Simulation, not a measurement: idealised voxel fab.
Title: Process Module voxel ribs on slabs
The figure presents cross-section cut, which has a width of 270 nm and is divided into square cells with an edge length of 5 nm.
If you're reading a cross-section in this doc, picture square cells in a grid; it comes to you as bands, top ones listed first down to the bottom, and a band can be one or more rows of cells. What a band's entry tells you: where the top is and where the bottom is, as heights in nm, and after that what lies inside, material by material from left to right, each with its width in nm. Empty space is written as the word "empty", and a single material marked with the word "everywhere" occupies the band from edge to edge. Measure heights from 0. That's the level where, below it, the as-received wafer is all one material. The lowest band is bottomless and extends downward; write it as in "0 -> down". The notation "30->40" denotes a width that varies across the rows of cells in the band, beginning at the first number in the top row, finishing at the second number in the bottom row, and changing by an identical amount from each row to the next. Given "nothing different" for a step, no cell of the cross-section differs between before and after that step. This entry, "Voids lacking openings", enumerates those empty regions of no fewer than 8 cells that possess no open connection to the top. Each region is reported in the form width x height at distance, the distance being taken from the left edge, with all three quantities expressed in nm. It should be noted that, on the line of a given step, the content following the step's settings is a remark produced by the simulator itself with respect to that step. If you see "overlay nm" on a step's line and that step has a mask, it's telling you how far right of where it was planned the mask ended up; a negative number means it went left instead. From here on the document is pairs. In a pair, the cross-section before one process step comes with the cross-section after it, and the latter goes no deeper than the lowest band that changed. What lies in between, the step and its settings, is written under the pair. A pair may be from a different run of this module on the same starting wafer than the pair above it, so it continues from that pair only where its entry headed "Before processing" says so.
Before processing:
> 0 -> down  Si everywhere
> Voids lacking openings: none
Sectional View, Post-Process:
> 30 -> 0  SiO2 everywhere
> Under the height 0 nothing was changed.
> Voids lacking openings: none
As a process note, the step between the before and after cross-sections shown above is DIRECTIONAL_DEP: material SiO2, thk nm 30
Before processing: see the after view in the pair directly above.
Sectional View, Post-Process:
> 50 -> 30  SiN everywhere
> Under the height 30 nothing was changed.
> Voids lacking openings: none
As a process note, the step between the before and after cross-sections shown above is DIRECTIONAL_DEP: material SiN, thk nm 20
Before processing: see the after view in the pair directly above.
Sectional View, Post-Process:
> 60 -> 50  aC everywhere
> Under the height 50 nothing was changed.
> Voids lacking openings: none
As a process note, the step between the before and after cross-sections shown above is DIRECTIONAL_DEP: material aC, thk nm 10
Before processing: see the after view in the pair directly above.
Sectional View, Post-Process:
> 90 -> 60  125 empty; 15 resist; 130 empty
> Under the height 60 nothing was changed.
> Voids lacking openings: none
As a process note, the step between the before and after cross-sections shown above is PATTERN: tone cover, mask id RIB, material resist, width nm 15, thk nm 30, overlay nm 0
Before processing: see the after view in the pair directly above.
Sectional View, Post-Process:
> 80 -> 60  125 empty; 15 resist; 130 empty
> 60 -> 50  125 empty; 15 aC; 130 empty
> Under the height 50 nothing was changed.
> Voids lacking openings: none
As a process note, the step between the before and after cross-sections shown above is DIRECTIONAL_ETCH: etch materials aC, depth nm 10
Before processing: see the after view in the pair directly above.
Sectional View, Post-Process:
> 60 -> 50  125 empty; 15 aC; 130 empty
> Under the height 50 nothing was changed.
> Voids lacking openings: none
As a process note, the step between the before and after cross-sections shown above is STRIP: etch materials resist
Before processing: see the after view in the pair directly above.
Sectional View, Post-Process:
> 60 -> 50  125 empty; 15 aC; 130 empty
> 50 -> 35  125 empty; 15 SiN; 130 empty
> Under the height 35 nothing was changed.
> Voids lacking openings: none
As a process note, the step between the before and after cross-sections shown above is DIRECTIONAL_ETCH: etch materials SiN, depth nm 15
Before processing: see the after view in the pair directly above.
Sectional View, Post-Process:
> 50 -> 35  125 empty; 15 SiN; 130 empty
> Under the height 35 nothing was changed.
> Voids lacking openings: none
As a process note, the step between the before and after cross-sections shown above is STRIP: etch materials aC
Before processing: see the after view in the pair directly above.
Sectional View, Post-Process:
> 50 -> 35  125 empty; 15 SiN; 130 empty
> 35 -> 30  95 empty; 75 SiN; 100 empty
> Under the height 30 nothing was changed.
> Voids lacking openings: none
As a process note, the step between the before and after cross-sections shown above is MASKED_ETCH: tone cover, mask id SLAB, width nm 75, etch materials SiN, depth nm 5, overlay nm 0
Before processing: see the after view in the pair directly above.
Sectional View, Post-Process:
> 75 -> 50  SiO2 everywhere
> 50 -> 35  125 SiO2; 15 SiN; 130 SiO2
> 35 -> 30  95 SiO2; 75 SiN; 100 SiO2
> Under the height 30 nothing was changed.
> Voids lacking openings: none
As a process note, the step between the before and after cross-sections shown above is FILL_DEP: material SiO2, thk nm 25
Before processing: see the after view in the pair directly above.
Sectional View, Post-Process:
> 70 -> 50  SiO2 everywhere
> Under the height 50 nothing was changed.
> Voids lacking openings: none
As a process note, the step between the before and after cross-sections shown above is CMP: height nm 70
Before processing: see the after view in the pair directly above.
Sectional View, Post-Process:
> 75 -> 70  W everywhere
> Under the height 70 nothing was changed.
> Voids lacking openings: none
As a process note, the step between the before and after cross-sections shown above is DIRECTIONAL_DEP: material W, thk nm 5
Before processing: see the after view in the pair directly above.
Sectional View, Post-Process:
> 75 -> 70  120 empty; 25 W; 125 empty
> Under the height 70 nothing was changed.
> Voids lacking openings: none
As a process note, the step between the before and after cross-sections shown above is MASKED_ETCH: tone cover, mask id HEATER, width nm 25, etch materials W, depth nm 5, overlay nm 0
Before processing: see the after view in the pair directly above.
Sectional View, Post-Process:
> 80 -> 75  115 empty; 35 SiO2; 120 empty
> 75 -> 70  120 SiO2; 25 W; 125 SiO2
> Under the height 70 nothing was changed.
> Voids lacking openings: none
As a process note, the step between the before and after cross-sections shown above is CONFORMAL_DEP: material SiO2, thk nm 5
Before processing:
> 30 -> 0  SiO2 everywhere
> 0 -> down  Si everywhere
> Voids lacking openings: none
Sectional View, Post-Process:
> 60 -> 0  SiO2 everywhere
> Under the height 0 nothing was changed.
> Voids lacking openings: none
As a process note, the step between the before and after cross-sections shown above is DIRECTIONAL_DEP: material SiO2, thk nm 30
Before processing: see the after view in the pair directly above.
Sectional View, Post-Process:
> 80 -> 60  SiN everywhere
> Under the height 60 nothing was changed.
> Voids lacking openings: none
As a process note, the step between the before and after cross-sections shown above is DIRECTIONAL_DEP: material SiN, thk nm 20
Before processing: see the after view in the pair directly above.
Sectional View, Post-Process:
> 90 -> 80  aC everywhere
> Under the height 80 nothing was changed.
> Voids lacking openings: none
As a process note, the step between the before and after cross-sections shown above is DIRECTIONAL_DEP: material aC, thk nm 10
Before processing: see the after view in the pair directly above.
Sectional View, Post-Process:
> 120 -> 90  125 empty; 15 resist; 130 empty
> Under the height 90 nothing was changed.
> Voids lacking openings: none
As a process note, the step between the before and after cross-sections shown above is PATTERN: tone cover, mask id RIB, material resist, width nm 15, thk nm 30, overlay nm 0
Before processing: see the after view in the pair directly above.
Sectional View, Post-Process:
> 110 -> 90  125 empty; 15 resist; 130 empty
> 90 -> 80  125 empty; 15 aC; 130 empty
> Under the height 80 nothing was changed.
> Voids lacking openings: none
As a process note, the step between the before and after cross-sections shown above is DIRECTIONAL_ETCH: etch materials aC, depth nm 10
Before processing: see the after view in the pair directly above.
Sectional View, Post-Process:
> 90 -> 80  125 empty; 15 aC; 130 empty
> Under the height 80 nothing was changed.
> Voids lacking openings: none
As a process note, the step between the before and after cross-sections shown above is STRIP: etch materials resist
Before processing: see the after view in the pair directly above.
Sectional View, Post-Process:
> 90 -> 80  125 empty; 15 aC; 130 empty
> 80 -> 65  125 empty; 15 SiN; 130 empty
> Under the height 65 nothing was changed.
> Voids lacking openings: none
As a process note, the step between the before and after cross-sections shown above is DIRECTIONAL_ETCH: etch materials SiN, depth nm 15
Before processing: see the after view in the pair directly above.
Sectional View, Post-Process:
> 80 -> 65  125 empty; 15 SiN; 130 empty
> Under the height 65 nothing was changed.
> Voids lacking openings: none
As a process note, the step between the before and after cross-sections shown above is STRIP: etch materials aC
Before processing: see the after view in the pair directly above.
Sectional View, Post-Process:
> 80 -> 65  125 empty; 15 SiN; 130 empty
> 65 -> 60  95 empty; 75 SiN; 100 empty
> Under the height 60 nothing was changed.
> Voids lacking openings: none
As a process note, the step between the before and after cross-sections shown above is MASKED_ETCH: tone cover, mask id SLAB, width nm 75, etch materials SiN, depth nm 5, overlay nm 0
Before processing: see the after view in the pair directly above.
Sectional View, Post-Process:
> 105 -> 80  SiO2 everywhere
> 80 -> 65  125 SiO2; 15 SiN; 130 SiO2
> 65 -> 60  95 SiO2; 75 SiN; 100 SiO2
> Under the height 60 nothing was changed.
> Voids lacking openings: none
As a process note, the step between the before and after cross-sections shown above is FILL_DEP: material SiO2, thk nm 25
Before processing: see the after view in the pair directly above.
Sectional View, Post-Process:
> 70 -> 60  125->95 SiO2; 15->75 SiN; 130->100 SiO2
> Under the height 60 nothing was changed.
> Voids lacking openings: none
As a process note, the step between the before and after cross-sections shown above is CMP: height nm 70
Before processing: see the after view in the pair directly above.
Sectional View, Post-Process:
> 75 -> 70  W everywhere
> Under the height 70 nothing was changed.
> Voids lacking openings: none
As a process note, the step between the before and after cross-sections shown above is DIRECTIONAL_DEP: material W, thk nm 5
Before processing: see the after view in the pair directly above.
Sectional View, Post-Process:
> 75 -> 70  120 empty; 25 W; 125 empty
> Under the height 70 nothing was changed.
> Voids lacking openings: none
As a process note, the step between the before and after cross-sections shown above is MASKED_ETCH: tone cover, mask id HEATER, width nm 25, etch materials W, depth nm 5, overlay nm 0
Before processing: see the after view in the pair directly above.
Sectional View, Post-Process:
> 80 -> 75  115 empty; 35 SiO2; 120 empty
> 75 -> 70  120 SiO2; 25 W; 125 SiO2
> Under the height 70 nothing was changed.
> Voids lacking openings: none
As a process note, the step between the before and after cross-sections shown above is CONFORMAL_DEP: material SiO2, thk nm 5
Before processing:
> 0 -> down  Si everywhere
> Voids lacking openings: none
Sectional View, Post-Process:
> 20 -> 0  SiN everywhere
> Under the height 0 nothing was changed.
> Voids lacking openings: none
As a process note, the step between the before and after cross-sections shown above is DIRECTIONAL_DEP: material SiN, thk nm 20
Before processing: see the after view in the pair directly above.
Sectional View, Post-Process:
> 50 -> 20  SiO2 everywhere
> Under the height 20 nothing was changed.
> Voids lacking openings: none
As a process note, the step between the before and after cross-sections shown above is DIRECTIONAL_DEP: material SiO2, thk nm 30
Before processing: see the after view in the pair directly above.
Sectional View, Post-Process:
> 60 -> 50  aC everywhere
> Under the height 50 nothing was changed.
> Voids lacking openings: none
As a process note, the step between the before and after cross-sections shown above is DIRECTIONAL_DEP: material aC, thk nm 10
Before processing: see the after view in the pair directly above.
Sectional View, Post-Process:
> 90 -> 60  125 empty; 15 resist; 130 empty
> Under the height 60 nothing was changed.
> Voids lacking openings: none
As a process note, the step between the before and after cross-sections shown above is PATTERN: tone cover, mask id RIB, material resist, width nm 15, thk nm 30, overlay nm 0
Before processing: see the after view in the pair directly above.
Sectional View, Post-Process:
> 80 -> 60  125 empty; 15 resist; 130 empty
> 60 -> 50  125 empty; 15 aC; 130 empty
> Under the height 50 nothing was changed.
> Voids lacking openings: none
As a process note, the step between the before and after cross-sections shown above is DIRECTIONAL_ETCH: etch materials aC, depth nm 10
Before processing: see the after view in the pair directly above.
Sectional View, Post-Process:
> 60 -> 50  125 empty; 15 aC; 130 empty
> Under the height 50 nothing was changed.
> Voids lacking openings: none
As a process note, the step between the before and after cross-sections shown above is STRIP: etch materials resist
Before processing: see the after view in the pair directly above.
Sectional View, Post-Process:
> 50 -> 20  SiO2 everywhere
> Under the height 20 nothing was changed.
> Voids lacking openings: none
As a process note, the step between the before and after cross-sections shown above is STRIP: etch materials aC
Before processing: see the after view in the pair directly above.
Sectional View, Post-Process:
> 75 -> 20  SiO2 everywhere
> Under the height 20 nothing was changed.
> Voids lacking openings: none
As a process note, the step between the before and after cross-sections shown above is FILL_DEP: material SiO2, thk nm 25
Before processing: see the after view in the pair directly above.
Sectional View, Post-Process:
> 70 -> 20  SiO2 everywhere
> Under the height 20 nothing was changed.
> Voids lacking openings: none
As a process note, the step between the before and after cross-sections shown above is CMP: height nm 70
Before processing: see the after view in the pair directly above.
Sectional View, Post-Process:
> 75 -> 70  W everywhere
> Under the height 70 nothing was changed.
> Voids lacking openings: none
As a process note, the step between the before and after cross-sections shown above is DIRECTIONAL_DEP: material W, thk nm 5
Before processing: see the after view in the pair directly above.
Sectional View, Post-Process:
> 75 -> 70  120 empty; 25 W; 125 empty
> Under the height 70 nothing was changed.
> Voids lacking openings: none
As a process note, the step between the before and after cross-sections shown above is MASKED_ETCH: tone cover, mask id HEATER, width nm 25, etch materials W, depth nm 5, overlay nm 0
Before processing: see the after view in the pair directly above.
Sectional View, Post-Process:
> 80 -> 75  115 empty; 35 SiO2; 120 empty
> 75 -> 70  120 SiO2; 25 W; 125 SiO2
> Under the height 70 nothing was changed.
> Voids lacking openings: none
As a process note, the step between the before and after cross-sections shown above is CONFORMAL_DEP: material SiO2, thk nm 5
Before processing:
> 0 -> down  Si everywhere
> Voids lacking openings: none
Sectional View, Post-Process:
> 40 -> 0  SiO2 everywhere
> Under the height 0 nothing was changed.
> Voids lacking openings: none
As a process note, the step between the before and after cross-sections shown above is DIRECTIONAL_DEP: material SiO2, thk nm 40
Before processing: see the after view in the pair directly above.
Sectional View, Post-Process:
> 60 -> 40  SiN everywhere
> Under the height 40 nothing was changed.
> Voids lacking openings: none
As a process note, the step between the before and after cross-sections shown above is DIRECTIONAL_DEP: material SiN, thk nm 20
Before processing: see the after view in the pair directly above.
Sectional View, Post-Process:
> 70 -> 60  aC everywhere
> Under the height 60 nothing was changed.
> Voids lacking openings: none
As a process note, the step between the before and after cross-sections shown above is DIRECTIONAL_DEP: material aC, thk nm 10
Before processing: see the after view in the pair directly above.
Sectional View, Post-Process:
> 100 -> 70  125 empty; 15 resist; 130 empty
> Under the height 70 nothing was changed.
> Voids lacking openings: none
As a process note, the step between the before and after cross-sections shown above is PATTERN: tone cover, mask id RIB, material resist, width nm 15, thk nm 30, overlay nm 0
Before processing: see the after view in the pair directly above.
Sectional View, Post-Process:
> 90 -> 70  125 empty; 15 resist; 130 empty
> 70 -> 60  125 empty; 15 aC; 130 empty
> Under the height 60 nothing was changed.
> Voids lacking openings: none
As a process note, the step between the before and after cross-sections shown above is DIRECTIONAL_ETCH: etch materials aC, depth nm 10
Before processing: see the after view in the pair directly above.
Sectional View, Post-Process:
> 70 -> 60  125 empty; 15 aC; 130 empty
> Under the height 60 nothing was changed.
> Voids lacking openings: none
As a process note, the step between the before and after cross-sections shown above is STRIP: etch materials resist
Before processing: see the after view in the pair directly above.
Sectional View, Post-Process:
> 70 -> 60  125 empty; 15 aC; 130 empty
> 60 -> 45  125 empty; 15 SiN; 130 empty
> Under the height 45 nothing was changed.
> Voids lacking openings: none
As a process note, the step between the before and after cross-sections shown above is DIRECTIONAL_ETCH: etch materials SiN, depth nm 15
Before processing: see the after view in the pair directly above.
Sectional View, Post-Process:
> 60 -> 45  125 empty; 15 SiN; 130 empty
> Under the height 45 nothing was changed.
> Voids lacking openings: none
As a process note, the step between the before and after cross-sections shown above is STRIP: etch materials aC
Before processing: see the after view in the pair directly above.
Sectional View, Post-Process:
> 60 -> 45  125 empty; 15 SiN; 130 empty
> 45 -> 40  95 empty; 75 SiN; 100 empty
> Under the height 40 nothing was changed.
> Voids lacking openings: none
As a process note, the step between the before and after cross-sections shown above is MASKED_ETCH: tone cover, mask id SLAB, width nm 75, etch materials SiN, depth nm 5, overlay nm 0
Before processing: see the after view in the pair directly above.
Sectional View, Post-Process:
> 85 -> 60  SiO2 everywhere
> 60 -> 45  125 SiO2; 15 SiN; 130 SiO2
> 45 -> 40  95 SiO2; 75 SiN; 100 SiO2
> Under the height 40 nothing was changed.
> Voids lacking openings: none
As a process note, the step between the before and after cross-sections shown above is FILL_DEP: material SiO2, thk nm 25
Before processing: see the after view in the pair directly above.
Sectional View, Post-Process:
> 70 -> 60  SiO2 everywhere
> Under the height 60 nothing was changed.
> Voids lacking openings: none
As a process note, the step between the before and after cross-sections shown above is CMP: height nm 70
Before processing: see the after view in the pair directly above.
Sectional View, Post-Process:
> 75 -> 70  W everywhere
> Under the height 70 nothing was changed.
> Voids lacking openings: none
As a process note, the step between the before and after cross-sections shown above is DIRECTIONAL_DEP: material W, thk nm 5
Before processing: see the after view in the pair directly above.
Sectional View, Post-Process:
> 75 -> 70  120 empty; 25 W; 125 empty
> Under the height 70 nothing was changed.
> Voids lacking openings: none
As a process note, the step between the before and after cross-sections shown above is MASKED_ETCH: tone cover, mask id HEATER, width nm 25, etch materials W, depth nm 5, overlay nm 0
Before processing: see the after view in the pair directly above.
Sectional View, Post-Process:
> 80 -> 75  115 empty; 35 SiO2; 120 empty
> 75 -> 70  120 SiO2; 25 W; 125 SiO2
> Under the height 70 nothing was changed.
> Voids lacking openings: none
As a process note, the step between the before and after cross-sections shown above is CONFORMAL_DEP: material SiO2, thk nm 5
Before processing:
> 75 -> 70  W everywhere
> 70 -> 50  SiO2 everywhere
> 50 -> 35  125 SiO2; 15 SiN; 130 SiO2
> 35 -> 30  95 SiO2; 75 SiN; 100 SiO2
> 30 -> 0  SiO2 everywhere
> 0 -> down  Si everywhere
> Voids lacking openings: none
Sectional View, Post-Process:
> 75 -> 70  120 empty; 30 W; 120 empty
> Under the height 70 nothing was changed.
> Voids lacking openings: none
As a process note, the step between the before and after cross-sections shown above is MASKED_ETCH: tone cover, mask id HEATER, width nm 30, etch materials W, depth nm 5, overlay nm 0
Before processing: see the after view in the pair directly above.
Sectional View, Post-Process:
> 80 -> 75  115 empty; 40 SiO2; 115 empty
> 75 -> 70  120 SiO2; 30 W; 120 SiO2
> Under the height 70 nothing was changed.
> Voids lacking openings: none
As a process note, the step between the before and after cross-sections shown above is CONFORMAL_DEP: material SiO2, thk nm 5
Before processing:
> 75 -> 70  W everywhere
> 70 -> 50  SiO2 everywhere
> 50 -> 35  125 SiO2; 15 SiN; 130 SiO2
> 35 -> 30  95 SiO2; 75 SiN; 100 SiO2
> 30 -> 0  SiO2 everywhere
> 0 -> down  Si everywhere
> Voids lacking openings: none
Sectional View, Post-Process:
> 75 -> 70  125 empty; 25 W; 120 empty
> Under the height 70 nothing was changed.
> Voids lacking openings: none
As a process note, the step between the before and after cross-sections shown above is MASKED_ETCH: tone cover, mask id HEATER, width nm 25, etch materials W, depth nm 5, overlay nm 5
Before processing: see the after view in the pair directly above.
Sectional View, Post-Process:
> 80 -> 75  120 empty; 35 SiO2; 115 empty
> 75 -> 70  125 SiO2; 25 W; 120 SiO2
> Under the height 70 nothing was changed.
> Voids lacking openings: none
As a process note, the step between the before and after cross-sections shown above is CONFORMAL_DEP: material SiO2, thk nm 5
Before processing:
> 0 -> down  Si everywhere
> Voids lacking openings: none
Sectional View, Post-Process:
> 30 -> 0  aC everywhere
> Under the height 0 nothing was changed.
> Voids lacking openings: none
As a process note, the step between the before and after cross-sections shown above is DIRECTIONAL_DEP: material aC, thk nm 30
Before processing: see the after view in the pair directly above.
Sectional View, Post-Process:
> 50 -> 30  SiN everywhere
> Under the height 30 nothing was changed.
> Voids lacking openings: none
As a process note, the step between the before and after cross-sections shown above is DIRECTIONAL_DEP: material SiN, thk nm 20
Before processing: see the after view in the pair directly above.
Sectional View, Post-Process:
> 60 -> 50  aC everywhere
> Under the height 50 nothing was changed.
> Voids lacking openings: none
As a process note, the step between the before and after cross-sections shown above is DIRECTIONAL_DEP: material aC, thk nm 10
Before processing: see the after view in the pair directly above.
Sectional View, Post-Process:
> 90 -> 60  125 empty; 15 resist; 130 empty
> Under the height 60 nothing was changed.
> Voids lacking openings: none
As a process note, the step between the before and after cross-sections shown above is PATTERN: tone cover, mask id RIB, material resist, width nm 15, thk nm 30, overlay nm 0
Before processing: see the after view in the pair directly above.
Sectional View, Post-Process:
> 80 -> 60  125 empty; 15 resist; 130 empty
> 60 -> 50  125 empty; 15 aC; 130 empty
> Under the height 50 nothing was changed.
> Voids lacking openings: none
As a process note, the step between the before and after cross-sections shown above is DIRECTIONAL_ETCH: etch materials aC, depth nm 10
Before processing: see the after view in the pair directly above.
Sectional View, Post-Process:
> 60 -> 50  125 empty; 15 aC; 130 empty
> Under the height 50 nothing was changed.
> Voids lacking openings: none
As a process note, the step between the before and after cross-sections shown above is STRIP: etch materials resist
Before processing: see the after view in the pair directly above.
Sectional View, Post-Process:
> 60 -> 50  125 empty; 15 aC; 130 empty
> 50 -> 35  125 empty; 15 SiN; 130 empty
> Under the height 35 nothing was changed.
> Voids lacking openings: none
As a process note, the step between the before and after cross-sections shown above is DIRECTIONAL_ETCH: etch materials SiN, depth nm 15
Before processing: see the after view in the pair directly above.
Sectional View, Post-Process:
> 50 -> 35  125 empty; 15 SiN; 130 empty
> Under the height 35 nothing was changed.
> Voids lacking openings: none
As a process note, the step between the before and after cross-sections shown above is STRIP: etch materials aC
Before processing: see the after view in the pair directly above.
Sectional View, Post-Process:
> 50 -> 35  125 empty; 15 SiN; 130 empty
> 35 -> 30  95 empty; 75 SiN; 100 empty
> Under the height 30 nothing was changed.
> Voids lacking openings: none
As a process note, the step between the before and after cross-sections shown above is MASKED_ETCH: tone cover, mask id SLAB, width nm 75, etch materials SiN, depth nm 5, overlay nm 0
Before processing: see the after view in the pair directly above.
Sectional View, Post-Process:
> 75 -> 50  SiO2 everywhere
> 50 -> 35  125 SiO2; 15 SiN; 130 SiO2
> 35 -> 30  95 SiO2; 75 SiN; 100 SiO2
> Under the height 30 nothing was changed.
> Voids lacking openings: none
As a process note, the step between the before and after cross-sections shown above is FILL_DEP: material SiO2, thk nm 25
Before processing: see the after view in the pair directly above.
Sectional View, Post-Process:
> 70 -> 50  SiO2 everywhere
> Under the height 50 nothing was changed.
> Voids lacking openings: none
As a process note, the step between the before and after cross-sections shown above is CMP: height nm 70
Before processing: see the after view in the pair directly above.
Sectional View, Post-Process:
> 75 -> 70  W everywhere
> Under the height 70 nothing was changed.
> Voids lacking openings: none
As a process note, the step between the before and after cross-sections shown above is DIRECTIONAL_DEP: material W, thk nm 5
Before processing: see the after view in the pair directly above.
Sectional View, Post-Process:
> 75 -> 70  120 empty; 25 W; 125 empty
> Under the height 70 nothing was changed.
> Voids lacking openings: none
As a process note, the step between the before and after cross-sections shown above is MASKED_ETCH: tone cover, mask id HEATER, width nm 25, etch materials W, depth nm 5, overlay nm 0
Before processing: see the after view in the pair directly above.
Sectional View, Post-Process:
> 80 -> 75  115 empty; 35 SiO2; 120 empty
> 75 -> 70  120 SiO2; 25 W; 125 SiO2
> Under the height 70 nothing was changed.
> Voids lacking openings: none
As a process note, the step between the before and after cross-sections shown above is CONFORMAL_DEP: material SiO2, thk nm 5
Before processing:
> 50 -> 35  125 empty; 15 SiN; 130 empty
> 35 -> 30  SiN everywhere
> 30 -> 0  SiO2 everywhere
> 0 -> down  Si everywhere
> Voids lacking openings: none
Sectional View, Post-Process:
> 45 -> 35  125 empty; 15 SiN; 130 empty
> 35 -> 30  95 SiN; 30 empty; 15 SiN; 30 empty; 100 SiN
> Under the height 30 nothing was changed.
> Voids lacking openings: none
As a process note, the step between the before and after cross-sections shown above is MASKED_ETCH: tone open, mask id SLAB, width nm 75, etch materials SiN, depth nm 5, overlay nm 0
Before processing: see the after view in the pair directly above.
Sectional View, Post-Process:
> 70 -> 45  SiO2 everywhere
> 45 -> 35  125 SiO2; 15 SiN; 130 SiO2
> 35 -> 30  95 SiN; 30 SiO2; 15 SiN; 30 SiO2; 100 SiN
> Under the height 30 nothing was changed.
> Voids lacking openings: none
As a process note, the step between the before and after cross-sections shown above is FILL_DEP: material SiO2, thk nm 25
Before processing: see the after view in the pair directly above.
Sectional View, Post-Process:
> 75 -> 70  W everywhere
> Under the height 70 nothing was changed.
> Voids lacking openings: none
As a process note, the step between the before and after cross-sections shown above is DIRECTIONAL_DEP: material W, thk nm 5
Before processing: see the after view in the pair directly above.
Sectional View, Post-Process:
> 75 -> 70  120 empty; 25 W; 125 empty
> Under the height 70 nothing was changed.
> Voids lacking openings: none
As a process note, the step between the before and after cross-sections shown above is MASKED_ETCH: tone cover, mask id HEATER, width nm 25, etch materials W, depth nm 5, overlay nm 0
Before processing: see the after view in the pair directly above.
Sectional View, Post-Process:
> 80 -> 75  115 empty; 35 SiO2; 120 empty
> 75 -> 70  120 SiO2; 25 W; 125 SiO2
> Under the height 70 nothing was changed.
> Voids lacking openings: none
As a process note, the step between the before and after cross-sections shown above is CONFORMAL_DEP: material SiO2, thk nm 5
